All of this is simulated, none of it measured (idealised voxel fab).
The name of this process module is voxel gate over fins.
Displayed cross-section: cut, width of 280 nm, square cells sized 5 nm.
How to read a cross-section here: the picture is a grid of square cells, written as bands going from the top down, and any band can span one or more rows of cells. Basically the band line says how high the top is and how high the bottom is, in nm, and then what's in it from left to right, every material with its width in nm. Empty space shows up as "air", and if a single material carries "edge to edge" it runs the full band edge to edge. A quick word on heights: they are counted from 0, and under that level the wafer as it came to us is one material throughout. The lowest band is different from the rest in having no bottom; it simply continues downward, written as in "0..down". A two-number width, for instance "30->40", indicates that the width is equal to the first number in the top row of the band and to the second number in the bottom row, and that it changes by a constant amount per row of cells. For the purposes of this document, the phrase "no alteration" attached to a step denotes that no cell within the cross-section was modified by that step. "Closed void inventory" - sealed voids, min. 8 cells, no opening to top; format: width x height at distance (distance from left edge; nm throughout). It should be noted that, on the line of a given step, the content following the step's settings is a remark produced by the simulator itself with respect to that step. The line of a step may include "overlay nm". On a step with a mask, this value is how far to the right of its planned place the mask lay. A negative value means the mask lay to the left. Read the rest as pairs. Take the cross-section before one process step, then the cross-section after it, which shows only down to the lowest band that changed. Under the pair, find the step between them and its settings. Bear in mind that pairs may come from different runs of this module on the same starting wafer: link a pair to the pair above it only where its entry headed "Preceding state" says to.

[Preceding state]
0..down  Si edge to edge
Closed void inventory: none

[Post-Step Geometry]
10..0  SiN edge to edge
Everything below 0 is unchanged.
Closed void inventory: none
Going from one cross-section above to the next, the wafer undergoes CONFORMAL_DEP (material SiN; thk nm 10)

Preceding state: The pre-step condition corresponds to the post-step cross-section depicted in the pair directly above.

[Post-Step Geometry]
10..0  50 nm air / 15 nm SiN / 40 nm air / 15 nm SiN / 40 nm air / 15 nm SiN / 40 nm air / 15 nm SiN / 50 nm air
Everything below 0 is unchanged.
Closed void inventory: none
Going from one cross-section above to the next, the wafer undergoes MASKED_ETCH (tone cover; mask id FINS; width nm 15; pitch nm 55; etch materials SiN; depth nm 10; overlay nm 0)

Preceding state: The pre-step condition corresponds to the post-step cross-section depicted in the pair directly above.

[Post-Step Geometry]
10..0  50 nm air / 15 nm SiN / 40 nm air / 15 nm SiN / 40 nm air / 15 nm SiN / 40 nm air / 15 nm SiN / 50 nm air
0..-40  50 nm air / 15 nm Si / 40 nm air / 15 nm Si / 40 nm air / 15 nm Si / 40 nm air / 15 nm Si / 50 nm air
Everything below -40 is unchanged.
Closed void inventory: none
Going from one cross-section above to the next, the wafer undergoes MASKED_ETCH (tone cover; mask id FINS; width nm 15; pitch nm 55; etch materials Si; depth nm 40; overlay nm 0)

Preceding state: The pre-step condition corresponds to the post-step cross-section depicted in the pair directly above.

[Post-Step Geometry]
25..10  SiO2 edge to edge
10..0  50 nm SiO2 / 15 nm SiN / 40 nm SiO2 / 15 nm SiN / 40 nm SiO2 / 15 nm SiN / 40 nm SiO2 / 15 nm SiN / 50 nm SiO2
0..-40  50 nm SiO2 / 15 nm Si / 40 nm SiO2 / 15 nm Si / 40 nm SiO2 / 15 nm Si / 40 nm SiO2 / 15 nm Si / 50 nm SiO2
Everything below -40 is unchanged.
Closed void inventory: none
Going from one cross-section above to the next, the wafer undergoes FILL_DEP (material SiO2; thk nm 15)

Preceding state: The pre-step condition corresponds to the post-step cross-section depicted in the pair directly above.

[Post-Step Geometry]
10..0  50 nm SiO2 / 15 nm SiN / 40 nm SiO2 / 15 nm SiN / 40 nm SiO2 / 15 nm SiN / 40 nm SiO2 / 15 nm SiN / 50 nm SiO2
Everything below 0 is unchanged.
Closed void inventory: none
Going from one cross-section above to the next, the wafer undergoes CMP (height nm 10)

Preceding state: The pre-step condition corresponds to the post-step cross-section depicted in the pair directly above.

[Post-Step Geometry]
20..10  aC edge to edge
Everything below 10 is unchanged.
Closed void inventory: none
Going from one cross-section above to the next, the wafer undergoes DIRECTIONAL_DEP (material aC; thk nm 10)

Preceding state: The pre-step condition corresponds to the post-step cross-section depicted in the pair directly above.

[Post-Step Geometry]
45..20  75 nm resist / 15 nm air / 190 nm resist
Everything below 20 is unchanged.
Closed void inventory: none
Going from one cross-section above to the next, the wafer undergoes PATTERN (tone open; mask id RAIL; material resist; width nm 15; thk nm 25; overlay nm 0)

Preceding state: The pre-step condition corresponds to the post-step cross-section depicted in the pair directly above.

[Post-Step Geometry]
35..20  75 nm resist / 15 nm air / 190 nm resist
20..10  75 nm aC / 15 nm air / 190 nm aC
Everything below 10 is unchanged.
Closed void inventory: none
Going from one cross-section above to the next, the wafer undergoes DIRECTIONAL_ETCH (etch materials aC; depth nm 10)

Preceding state: The pre-step condition corresponds to the post-step cross-section depicted in the pair directly above.

[Post-Step Geometry]
20..10  75 nm aC / 15 nm air / 190 nm aC
Everything below 10 is unchanged.
Closed void inventory: none
Going from one cross-section above to the next, the wafer undergoes STRIP (etch materials resist)

Preceding state: The pre-step condition corresponds to the post-step cross-section depicted in the pair directly above.

[Post-Step Geometry]
20..10  75 nm aC / 15 nm air / 190 nm aC
10..0  50 nm SiO2 / 15 nm SiN / 10 nm SiO2 / 15 nm air / 15 nm SiO2 / 15 nm SiN / 40 nm SiO2 / 15 nm SiN / 40 nm SiO2 / 15 nm SiN / 50 nm SiO2
0..-35  50 nm SiO2 / 15 nm Si / 10 nm SiO2 / 15 nm air / 15 nm SiO2 / 15 nm Si / 40 nm SiO2 / 15 nm Si / 40 nm SiO2 / 15 nm Si / 50 nm SiO2
Everything below -35 is unchanged.
Closed void inventory: none
Going from one cross-section above to the next, the wafer undergoes DIRECTIONAL_ETCH (etch materials SiO2; depth nm 45)

Preceding state: The pre-step condition corresponds to the post-step cross-section depicted in the pair directly above.

[Post-Step Geometry]
10..0  50 nm SiO2 / 15 nm SiN / 10 nm SiO2 / 15 nm air / 15 nm SiO2 / 15 nm SiN / 40 nm SiO2 / 15 nm SiN / 40 nm SiO2 / 15 nm SiN / 50 nm SiO2
Everything below 0 is unchanged.
Closed void inventory: none
Going from one cross-section above to the next, the wafer undergoes STRIP (etch materials aC)

Preceding state: The pre-step condition corresponds to the post-step cross-section depicted in the pair directly above.

[Post-Step Geometry]
15..10  80 nm TiN / 5 nm air / 195 nm TiN
10..0  50 nm SiO2 / 15 nm SiN / 10 nm SiO2 / 5 nm TiN / 5 nm air / 5 nm TiN / 15 nm SiO2 / 15 nm SiN / 40 nm SiO2 / 15 nm SiN / 40 nm SiO2 / 15 nm SiN / 50 nm SiO2
0..-30  50 nm SiO2 / 15 nm Si / 10 nm SiO2 / 5 nm TiN / 5 nm air / 5 nm TiN / 15 nm SiO2 / 15 nm Si / 40 nm SiO2 / 15 nm Si / 40 nm SiO2 / 15 nm Si / 50 nm SiO2
-30..-35  50 nm SiO2 / 15 nm Si / 10 nm SiO2 / 15 nm TiN / 15 nm SiO2 / 15 nm Si / 40 nm SiO2 / 15 nm Si / 40 nm SiO2 / 15 nm Si / 50 nm SiO2
Everything below -35 is unchanged.
Closed void inventory: none
Going from one cross-section above to the next, the wafer undergoes CONFORMAL_DEP (material TiN; thk nm 5)

Preceding state: The pre-step condition corresponds to the post-step cross-section depicted in the pair directly above.

[Post-Step Geometry]
20..15  Ru edge to edge
15..10  80 nm TiN / 5 nm Ru / 195 nm TiN
10..0  50 nm SiO2 / 15 nm SiN / 10 nm SiO2 / 5 nm TiN / 5 nm Ru / 5 nm TiN / 15 nm SiO2 / 15 nm SiN / 40 nm SiO2 / 15 nm SiN / 40 nm SiO2 / 15 nm SiN / 50 nm SiO2
0..-30  50 nm SiO2 / 15 nm Si / 10 nm SiO2 / 5 nm TiN / 5 nm Ru / 5 nm TiN / 15 nm SiO2 / 15 nm Si / 40 nm SiO2 / 15 nm Si / 40 nm SiO2 / 15 nm Si / 50 nm SiO2
Everything below -30 is unchanged.
Closed void inventory: none
Going from one cross-section above to the next, the wafer undergoes FILL_DEP (material Ru; thk nm 5)

Preceding state: The pre-step condition corresponds to the post-step cross-section depicted in the pair directly above.

[Post-Step Geometry]
10..0  50 nm SiO2 / 15 nm SiN / 10 nm SiO2 / 5 nm TiN / 5 nm Ru / 5 nm TiN / 15 nm SiO2 / 15 nm SiN / 40 nm SiO2 / 15 nm SiN / 40 nm SiO2 / 15 nm SiN / 50 nm SiO2
Everything below 0 is unchanged.
Closed void inventory: none
Going from one cross-section above to the next, the wafer undergoes CMP (height nm 10)

Preceding state: The pre-step condition corresponds to the post-step cross-section depicted in the pair directly above.

[Post-Step Geometry]
10..0  50 nm SiO2 / 15 nm SiN / 10 nm SiO2 / 15 nm air / 15 nm SiO2 / 15 nm SiN / 40 nm SiO2 / 15 nm SiN / 40 nm SiO2 / 15 nm SiN / 50 nm SiO2
0..-20  50 nm SiO2 / 15 nm Si / 10 nm SiO2 / 15 nm air / 15 nm SiO2 / 15 nm Si / 40 nm SiO2 / 15 nm Si / 40 nm SiO2 / 15 nm Si / 50 nm SiO2
Everything below -20 is unchanged.
Closed void inventory: none
Going from one cross-section above to the next, the wafer undergoes SELECTIVE_ETCH (etch materials W Ru TiN; depth nm 30)

Preceding state: The pre-step condition corresponds to the post-step cross-section depicted in the pair directly above.

[Post-Step Geometry]
15..10  SiO2 edge to edge
10..0  50 nm SiO2 / 15 nm SiN / 40 nm SiO2 / 15 nm SiN / 40 nm SiO2 / 15 nm SiN / 40 nm SiO2 / 15 nm SiN / 50 nm SiO2
0..-20  50 nm SiO2 / 15 nm Si / 40 nm SiO2 / 15 nm Si / 40 nm SiO2 / 15 nm Si / 40 nm SiO2 / 15 nm Si / 50 nm SiO2
Everything below -20 is unchanged.
Closed void inventory: none
Going from one cross-section above to the next, the wafer undergoes FILL_DEP (material SiO2; thk nm 5)

Preceding state: The pre-step condition corresponds to the post-step cross-section depicted in the pair directly above.

[Post-Step Geometry]
10..0  50 nm SiO2 / 15 nm SiN / 40 nm SiO2 / 15 nm SiN / 40 nm SiO2 / 15 nm SiN / 40 nm SiO2 / 15 nm SiN / 50 nm SiO2
Everything below 0 is unchanged.
Closed void inventory: none
Going from one cross-section above to the next, the wafer undergoes CMP (height nm 10)

Preceding state: The pre-step condition corresponds to the post-step cross-section depicted in the pair directly above.

[Post-Step Geometry]
10..0  50 nm air / 15 nm SiN / 40 nm air / 15 nm SiN / 40 nm air / 15 nm SiN / 40 nm air / 15 nm SiN / 50 nm air
0..-15  50 nm air / 15 nm Si / 40 nm air / 15 nm Si / 40 nm air / 15 nm Si / 40 nm air / 15 nm Si / 50 nm air
Everything below -15 is unchanged.
Closed void inventory: none
Going from one cross-section above to the next, the wafer undergoes SELECTIVE_ETCH (etch materials SiO2; depth nm 25)

Preceding state: The pre-step condition corresponds to the post-step cross-section depicted in the pair directly above.

[Post-Step Geometry]
0..-15  50 nm air / 15 nm Si / 40 nm air / 15 nm Si / 40 nm air / 15 nm Si / 40 nm air / 15 nm Si / 50 nm air
Everything below -15 is unchanged.
Closed void inventory: none
Going from one cross-section above to the next, the wafer undergoes STRIP (etch materials SiN)

Preceding state: The pre-step condition corresponds to the post-step cross-section depicted in the pair directly above.

[Post-Step Geometry]
5..0  45 nm air / 25 nm HfO2 / 30 nm air / 25 nm HfO2 / 30 nm air / 25 nm HfO2 / 30 nm air / 25 nm HfO2 / 45 nm air
0..-10  45 nm air / 5 nm HfO2 / 15 nm Si / 5 nm HfO2 / 30 nm air / 5 nm HfO2 / 15 nm Si / 5 nm HfO2 / 30 nm air / 5 nm HfO2 / 15 nm Si / 5 nm HfO2 / 30 nm air / 5 nm HfO2 / 15 nm Si / 5 nm HfO2 / 45 nm air
-10..-15  50 nm HfO2 / 15 nm Si / 40 nm HfO2 / 15 nm Si / 40 nm HfO2 / 15 nm Si / 40 nm HfO2 / 15 nm Si / 50 nm HfO2
Everything below -15 is unchanged.
Closed void inventory: none
Going from one cross-section above to the next, the wafer undergoes CONFORMAL_DEP (material HfO2; thk nm 5)

Preceding state: The pre-step condition corresponds to the post-step cross-section depicted in the pair directly above.

[Post-Step Geometry]
10..5  40 nm air / 35 nm TiN / 20 nm air / 35 nm TiN / 20 nm air / 35 nm TiN / 20 nm air / 35 nm TiN / 40 nm air
5..0  40 nm air / 5 nm TiN / 25 nm HfO2 / 5 nm TiN / 20 nm air / 5 nm TiN / 25 nm HfO2 / 5 nm TiN / 20 nm air / 5 nm TiN / 25 nm HfO2 / 5 nm TiN / 20 nm air / 5 nm TiN / 25 nm HfO2 / 5 nm TiN / 40 nm air
0..-5  40 nm air / 5 nm TiN / 5 nm HfO2 / 15 nm Si / 5 nm HfO2 / 5 nm TiN / 20 nm air / 5 nm TiN / 5 nm HfO2 / 15 nm Si / 5 nm HfO2 / 5 nm TiN / 20 nm air / 5 nm TiN / 5 nm HfO2 / 15 nm Si / 5 nm HfO2 / 5 nm TiN / 20 nm air / 5 nm TiN / 5 nm HfO2 / 15 nm Si / 5 nm HfO2 / 5 nm TiN / 40 nm air
-5..-10  45 nm TiN / 5 nm HfO2 / 15 nm Si / 5 nm HfO2 / 30 nm TiN / 5 nm HfO2 / 15 nm Si / 5 nm HfO2 / 30 nm TiN / 5 nm HfO2 / 15 nm Si / 5 nm HfO2 / 30 nm TiN / 5 nm HfO2 / 15 nm Si / 5 nm HfO2 / 45 nm TiN
Everything below -10 is unchanged.
Closed void inventory: none
Going from one cross-section above to the next, the wafer undergoes CONFORMAL_DEP (material TiN; thk nm 5)

Preceding state: The pre-step condition corresponds to the post-step cross-section depicted in the pair directly above.

[Post-Step Geometry]
15..10  35 nm air / 45 nm TiAl / 10 nm air / 45 nm TiAl / 10 nm air / 45 nm TiAl / 10 nm air / 45 nm TiAl / 35 nm air
10..5  35 nm air / 5 nm TiAl / 35 nm TiN / 5 nm TiAl / 10 nm air / 5 nm TiAl / 35 nm TiN / 5 nm TiAl / 10 nm air / 5 nm TiAl / 35 nm TiN / 5 nm TiAl / 10 nm air / 5 nm TiAl / 35 nm TiN / 5 nm TiAl / 35 nm air
5..0  35 nm air / 5 nm TiAl / 5 nm TiN / 25 nm HfO2 / 5 nm TiN / 5 nm TiAl / 10 nm air / 5 nm TiAl / 5 nm TiN / 25 nm HfO2 / 5 nm TiN / 5 nm TiAl / 10 nm air / 5 nm TiAl / 5 nm TiN / 25 nm HfO2 / 5 nm TiN / 5 nm TiAl / 10 nm air / 5 nm TiAl / 5 nm TiN / 25 nm HfO2 / 5 nm TiN / 5 nm TiAl / 35 nm air
0..-5  40 nm TiAl / 5 nm TiN / 5 nm HfO2 / 15 nm Si / 5 nm HfO2 / 5 nm TiN / 20 nm TiAl / 5 nm TiN / 5 nm HfO2 / 15 nm Si / 5 nm HfO2 / 5 nm TiN / 20 nm TiAl / 5 nm TiN / 5 nm HfO2 / 15 nm Si / 5 nm HfO2 / 5 nm TiN / 20 nm TiAl / 5 nm TiN / 5 nm HfO2 / 15 nm Si / 5 nm HfO2 / 5 nm TiN / 40 nm TiAl
Everything below -5 is unchanged.
Closed void inventory: none
Going from one cross-section above to the next, the wafer undergoes CONFORMAL_DEP (material TiAl; thk nm 5)

Preceding state: The pre-step condition corresponds to the post-step cross-section depicted in the pair directly above.

[Post-Step Geometry]
20..15  30 nm air / 220 nm TiN / 30 nm air
15..10  30 nm air / 5 nm TiN / 45 nm TiAl / 10 nm TiN / 45 nm TiAl / 10 nm TiN / 45 nm TiAl / 10 nm TiN / 45 nm TiAl / 5 nm TiN / 30 nm air
10..5  30 nm air / 5 nm TiN / 5 nm TiAl / 35 nm TiN / 5 nm TiAl / 10 nm TiN / 5 nm TiAl / 35 nm TiN / 5 nm TiAl / 10 nm TiN / 5 nm TiAl / 35 nm TiN / 5 nm TiAl / 10 nm TiN / 5 nm TiAl / 35 nm TiN / 5 nm TiAl / 5 nm TiN / 30 nm air
5..0  35 nm TiN / 5 nm TiAl / 5 nm TiN / 25 nm HfO2 / 5 nm TiN / 5 nm TiAl / 10 nm TiN / 5 nm TiAl / 5 nm TiN / 25 nm HfO2 / 5 nm TiN / 5 nm TiAl / 10 nm TiN / 5 nm TiAl / 5 nm TiN / 25 nm HfO2 / 5 nm TiN / 5 nm TiAl / 10 nm TiN / 5 nm TiAl / 5 nm TiN / 25 nm HfO2 / 5 nm TiN / 5 nm TiAl / 35 nm TiN
Everything below 0 is unchanged.
Closed void inventory: none
Going from one cross-section above to the next, the wafer undergoes CONFORMAL_DEP (material TiN; thk nm 5)

Preceding state: The pre-step condition corresponds to the post-step cross-section depicted in the pair directly above.

[Post-Step Geometry]
35..20  W edge to edge
20..15  30 nm W / 220 nm TiN / 30 nm W
15..10  30 nm W / 5 nm TiN / 45 nm TiAl / 10 nm TiN / 45 nm TiAl / 10 nm TiN / 45 nm TiAl / 10 nm TiN / 45 nm TiAl / 5 nm TiN / 30 nm W
10..5  30 nm W / 5 nm TiN / 5 nm TiAl / 35 nm TiN / 5 nm TiAl / 10 nm TiN / 5 nm TiAl / 35 nm TiN / 5 nm TiAl / 10 nm TiN / 5 nm TiAl / 35 nm TiN / 5 nm TiAl / 10 nm TiN / 5 nm TiAl / 35 nm TiN / 5 nm TiAl / 5 nm TiN / 30 nm W
Everything below 5 is unchanged.
Closed void inventory: none
Going from one cross-section above to the next, the wafer undergoes FILL_DEP (material W; thk nm 15)

Preceding state: The pre-step condition corresponds to the post-step cross-section depicted in the pair directly above.

[Post-Step Geometry]
30..20  W edge to edge
Everything below 20 is unchanged.
Closed void inventory: none
Going from one cross-section above to the next, the wafer undergoes CMP (height nm 30)

Preceding state: The pre-step condition corresponds to the post-step cross-section depicted in the pair directly above.

[Post-Step Geometry]
40..30  SiN edge to edge
Everything below 30 is unchanged.
Closed void inventory: none
Going from one cross-section above to the next, the wafer undergoes CONFORMAL_DEP (material SiN; thk nm 10)

[Preceding state]
10..5  40 nm air / 35 nm TiN / 20 nm air / 35 nm TiN / 20 nm air / 35 nm TiN / 20 nm air / 35 nm TiN / 40 nm air
5..0  40 nm air / 5 nm TiN / 25 nm HfO2 / 5 nm TiN / 20 nm air / 5 nm TiN / 25 nm HfO2 / 5 nm TiN / 20 nm air / 5 nm TiN / 25 nm HfO2 / 5 nm TiN / 20 nm air / 5 nm TiN / 25 nm HfO2 / 5 nm TiN / 40 nm air
0..-5  40 nm air / 5 nm TiN / 5 nm HfO2 / 15 nm Si / 5 nm HfO2 / 5 nm TiN / 20 nm air / 5 nm TiN / 5 nm HfO2 / 15 nm Si / 5 nm HfO2 / 5 nm TiN / 20 nm air / 5 nm TiN / 5 nm HfO2 / 15 nm Si / 5 nm HfO2 / 5 nm TiN / 20 nm air / 5 nm TiN / 5 nm HfO2 / 15 nm Si / 5 nm HfO2 / 5 nm TiN / 40 nm air
-5..-10  45 nm TiN / 5 nm HfO2 / 15 nm Si / 5 nm HfO2 / 30 nm TiN / 5 nm HfO2 / 15 nm Si / 5 nm HfO2 / 30 nm TiN / 5 nm HfO2 / 15 nm Si / 5 nm HfO2 / 30 nm TiN / 5 nm HfO2 / 15 nm Si / 5 nm HfO2 / 45 nm TiN
-10..-15  50 nm HfO2 / 15 nm Si / 40 nm HfO2 / 15 nm Si / 40 nm HfO2 / 15 nm Si / 40 nm HfO2 / 15 nm Si / 50 nm HfO2
-15..-20  50 nm SiO2 / 15 nm Si / 40 nm SiO2 / 15 nm Si / 40 nm SiO2 / 15 nm Si / 40 nm SiO2 / 15 nm Si / 50 nm SiO2
-20..-30  50 nm SiO2 / 15 nm Si / 10 nm SiO2 / 5 nm TiN / 5 nm Ru / 5 nm TiN / 15 nm SiO2 / 15 nm Si / 40 nm SiO2 / 15 nm Si / 40 nm SiO2 / 15 nm Si / 50 nm SiO2
-30..-35  50 nm SiO2 / 15 nm Si / 10 nm SiO2 / 15 nm TiN / 15 nm SiO2 / 15 nm Si / 40 nm SiO2 / 15 nm Si / 40 nm SiO2 / 15 nm Si / 50 nm SiO2
-35..-40  50 nm SiO2 / 15 nm Si / 40 nm SiO2 / 15 nm Si / 40 nm SiO2 / 15 nm Si / 40 nm SiO2 / 15 nm Si / 50 nm SiO2
-40..down  Si edge to edge
Closed void inventory: none

[Post-Step Geometry]
15..5  35 nm air / 45 nm TiN / 10 nm air / 45 nm TiN / 10 nm air / 45 nm TiN / 10 nm air / 45 nm TiN / 35 nm air
5..0  35 nm air / 10 nm TiN / 25 nm HfO2 / 10 nm TiN / 10 nm air / 10 nm TiN / 25 nm HfO2 / 10 nm TiN / 10 nm air / 10 nm TiN / 25 nm HfO2 / 10 nm TiN / 10 nm air / 10 nm TiN / 25 nm HfO2 / 10 nm TiN / 35 nm air
0..-10  45 nm TiN / 5 nm HfO2 / 15 nm Si / 5 nm HfO2 / 30 nm TiN / 5 nm HfO2 / 15 nm Si / 5 nm HfO2 / 30 nm TiN / 5 nm HfO2 / 15 nm Si / 5 nm HfO2 / 30 nm TiN / 5 nm HfO2 / 15 nm Si / 5 nm HfO2 / 45 nm TiN
Everything below -10 is unchanged.
Closed void inventory: none
Going from one cross-section above to the next, the wafer undergoes CONFORMAL_DEP (material TiN; thk nm 5)

Preceding state: The pre-step condition corresponds to the post-step cross-section depicted in the pair directly above.

[Post-Step Geometry]
30..15  W edge to edge
15..5  35 nm W / 45 nm TiN / 10 nm W / 45 nm TiN / 10 nm W / 45 nm TiN / 10 nm W / 45 nm TiN / 35 nm W
5..0  35 nm W / 10 nm TiN / 25 nm HfO2 / 10 nm TiN / 10 nm W / 10 nm TiN / 25 nm HfO2 / 10 nm TiN / 10 nm W / 10 nm TiN / 25 nm HfO2 / 10 nm TiN / 10 nm W / 10 nm TiN / 25 nm HfO2 / 10 nm TiN / 35 nm W
Everything below 0 is unchanged.
Closed void inventory: none
Going from one cross-section above to the next, the wafer undergoes FILL_DEP (material W; thk nm 15)

Preceding state: The pre-step condition corresponds to the post-step cross-section depicted in the pair directly above.

[Post-Step Geometry]
40..30  SiN edge to edge
Everything below 30 is unchanged.
Closed void inventory: none
Going from one cross-section above to the next, the wafer undergoes CONFORMAL_DEP (material SiN; thk nm 10)

[Preceding state]
10..0  50 nm air / 15 nm SiN / 40 nm air / 15 nm SiN / 40 nm air / 15 nm SiN / 40 nm air / 15 nm SiN / 50 nm air
0..-15  50 nm air / 15 nm Si / 40 nm air / 15 nm Si / 40 nm air / 15 nm Si / 40 nm air / 15 nm Si / 50 nm air
-15..-20  50 nm SiO2 / 15 nm Si / 40 nm SiO2 / 15 nm Si / 40 nm SiO2 / 15 nm Si / 40 nm SiO2 / 15 nm Si / 50 nm SiO2
-20..-30  50 nm SiO2 / 15 nm Si / 10 nm SiO2 / 5 nm TiN / 5 nm Ru / 5 nm TiN / 15 nm SiO2 / 15 nm Si / 40 nm SiO2 / 15 nm Si / 40 nm SiO2 / 15 nm Si / 50 nm SiO2
-30..-35  50 nm SiO2 / 15 nm Si / 10 nm SiO2 / 15 nm TiN / 15 nm SiO2 / 15 nm Si / 40 nm SiO2 / 15 nm Si / 40 nm SiO2 / 15 nm Si / 50 nm SiO2
-35..-40  50 nm SiO2 / 15 nm Si / 40 nm SiO2 / 15 nm Si / 40 nm SiO2 / 15 nm Si / 40 nm SiO2 / 15 nm Si / 50 nm SiO2
-40..down  Si edge to edge
Closed void inventory: none

[Post-Step Geometry]
10..0  50 nm air / 15 nm SiN / 40 nm air / 15 nm SiN / 40 nm air / 15 nm SiN / 40 nm air / 15 nm SiN / 50 nm air
0..-20  50 nm air / 15 nm Si / 40 nm air / 15 nm Si / 40 nm air / 15 nm Si / 40 nm air / 15 nm Si / 50 nm air
-20..-30  50 nm air / 15 nm Si / 10 nm air / 5 nm TiN / 5 nm Ru / 5 nm TiN / 15 nm air / 15 nm Si / 40 nm air / 15 nm Si / 40 nm air / 15 nm Si / 50 nm air
-30..-35  50 nm air / 15 nm Si / 10 nm air / 15 nm TiN / 15 nm air / 15 nm Si / 40 nm air / 15 nm Si / 40 nm air / 15 nm Si / 50 nm air
-35..-40  50 nm air / 15 nm Si / 15 nm air / 5 nm SiO2 / 20 nm air / 15 nm Si / 40 nm air / 15 nm Si / 40 nm air / 15 nm Si / 50 nm air
Everything below -40 is unchanged.
Closed void inventory: none
Going from one cross-section above to the next, the wafer undergoes SELECTIVE_ETCH (etch materials SiO2; depth nm 25)

Preceding state: The pre-step condition corresponds to the post-step cross-section depicted in the pair directly above.

[Post-Step Geometry]
0..-20  50 nm air / 15 nm Si / 40 nm air / 15 nm Si / 40 nm air / 15 nm Si / 40 nm air / 15 nm Si / 50 nm air
Everything below -20 is unchanged.
Closed void inventory: none
Going from one cross-section above to the next, the wafer undergoes STRIP (etch materials SiN)

Preceding state: The pre-step condition corresponds to the post-step cross-section depicted in the pair directly above.

[Post-Step Geometry]
5..0  45 nm air / 25 nm HfO2 / 30 nm air / 25 nm HfO2 / 30 nm air / 25 nm HfO2 / 30 nm air / 25 nm HfO2 / 45 nm air
0..-15  45 nm air / 5 nm HfO2 / 15 nm Si / 5 nm HfO2 / 30 nm air / 5 nm HfO2 / 15 nm Si / 5 nm HfO2 / 30 nm air / 5 nm HfO2 / 15 nm Si / 5 nm HfO2 / 30 nm air / 5 nm HfO2 / 15 nm Si / 5 nm HfO2 / 45 nm air
-15..-20  45 nm air / 5 nm HfO2 / 15 nm Si / 30 nm HfO2 / 5 nm air / 5 nm HfO2 / 15 nm Si / 5 nm HfO2 / 30 nm air / 5 nm HfO2 / 15 nm Si / 5 nm HfO2 / 30 nm air / 5 nm HfO2 / 15 nm Si / 5 nm HfO2 / 45 nm air
-20..-30  45 nm air / 5 nm HfO2 / 15 nm Si / 10 nm HfO2 / 5 nm TiN / 5 nm Ru / 5 nm TiN / 5 nm HfO2 / 5 nm air / 5 nm HfO2 / 15 nm Si / 5 nm HfO2 / 30 nm air / 5 nm HfO2 / 15 nm Si / 5 nm HfO2 / 30 nm air / 5 nm HfO2 / 15 nm Si / 5 nm HfO2 / 45 nm air
-30..-35  45 nm air / 5 nm HfO2 / 15 nm Si / 10 nm HfO2 / 15 nm TiN / 5 nm HfO2 / 5 nm air / 5 nm HfO2 / 15 nm Si / 5 nm HfO2 / 30 nm air / 5 nm HfO2 / 15 nm Si / 5 nm HfO2 / 30 nm air / 5 nm HfO2 / 15 nm Si / 5 nm HfO2 / 45 nm air
-35..-40  50 nm HfO2 / 15 nm Si / 15 nm HfO2 / 5 nm SiO2 / 20 nm HfO2 / 15 nm Si / 40 nm HfO2 / 15 nm Si / 40 nm HfO2 / 15 nm Si / 50 nm HfO2
Everything below -40 is unchanged.
Closed void inventory: none
Going from one cross-section above to the next, the wafer undergoes CONFORMAL_DEP (material HfO2; thk nm 5)

Preceding state: The pre-step condition corresponds to the post-step cross-section depicted in the pair directly above.

[Post-Step Geometry]
10..5  40 nm air / 35 nm TiN / 20 nm air / 35 nm TiN / 20 nm air / 35 nm TiN / 20 nm air / 35 nm TiN / 40 nm air
5..0  40 nm air / 5 nm TiN / 25 nm HfO2 / 5 nm TiN / 20 nm air / 5 nm TiN / 25 nm HfO2 / 5 nm TiN / 20 nm air / 5 nm TiN / 25 nm HfO2 / 5 nm TiN / 20 nm air / 5 nm TiN / 25 nm HfO2 / 5 nm TiN / 40 nm air
0..-10  40 nm air / 5 nm TiN / 5 nm HfO2 / 15 nm Si / 5 nm HfO2 / 5 nm TiN / 20 nm air / 5 nm TiN / 5 nm HfO2 / 15 nm Si / 5 nm HfO2 / 5 nm TiN / 20 nm air / 5 nm TiN / 5 nm HfO2 / 15 nm Si / 5 nm HfO2 / 5 nm TiN / 20 nm air / 5 nm TiN / 5 nm HfO2 / 15 nm Si / 5 nm HfO2 / 5 nm TiN / 40 nm air
-10..-20  40 nm air / 5 nm TiN / 5 nm HfO2 / 15 nm Si / 5->30 nm HfO2 / 30->5 nm TiN / 5 nm HfO2 / 15 nm Si / 5 nm HfO2 / 5 nm TiN / 20 nm air / 5 nm TiN / 5 nm HfO2 / 15 nm Si / 5 nm HfO2 / 5 nm TiN / 20 nm air / 5 nm TiN / 5 nm HfO2 / 15 nm Si / 5 nm HfO2 / 5 nm TiN / 40 nm air
-20..-30  40 nm air / 5 nm TiN / 5 nm HfO2 / 15 nm Si / 10 nm HfO2 / 5 nm TiN / 5 nm Ru / 5 nm TiN / 5 nm HfO2 / 5 nm TiN / 5 nm HfO2 / 15 nm Si / 5 nm HfO2 / 5 nm TiN / 20 nm air / 5 nm TiN / 5 nm HfO2 / 15 nm Si / 5 nm HfO2 / 5 nm TiN / 20 nm air / 5 nm TiN / 5 nm HfO2 / 15 nm Si / 5 nm HfO2 / 5 nm TiN / 40 nm air
-30..-35  45 nm TiN / 5 nm HfO2 / 15 nm Si / 10 nm HfO2 / 15 nm TiN / 5 nm HfO2 / 5 nm TiN / 5 nm HfO2 / 15 nm Si / 5 nm HfO2 / 30 nm TiN / 5 nm HfO2 / 15 nm Si / 5 nm HfO2 / 30 nm TiN / 5 nm HfO2 / 15 nm Si / 5 nm HfO2 / 45 nm TiN
Everything below -35 is unchanged.
Closed void inventory: none
Going from one cross-section above to the next, the wafer undergoes CONFORMAL_DEP (material TiN; thk nm 5)
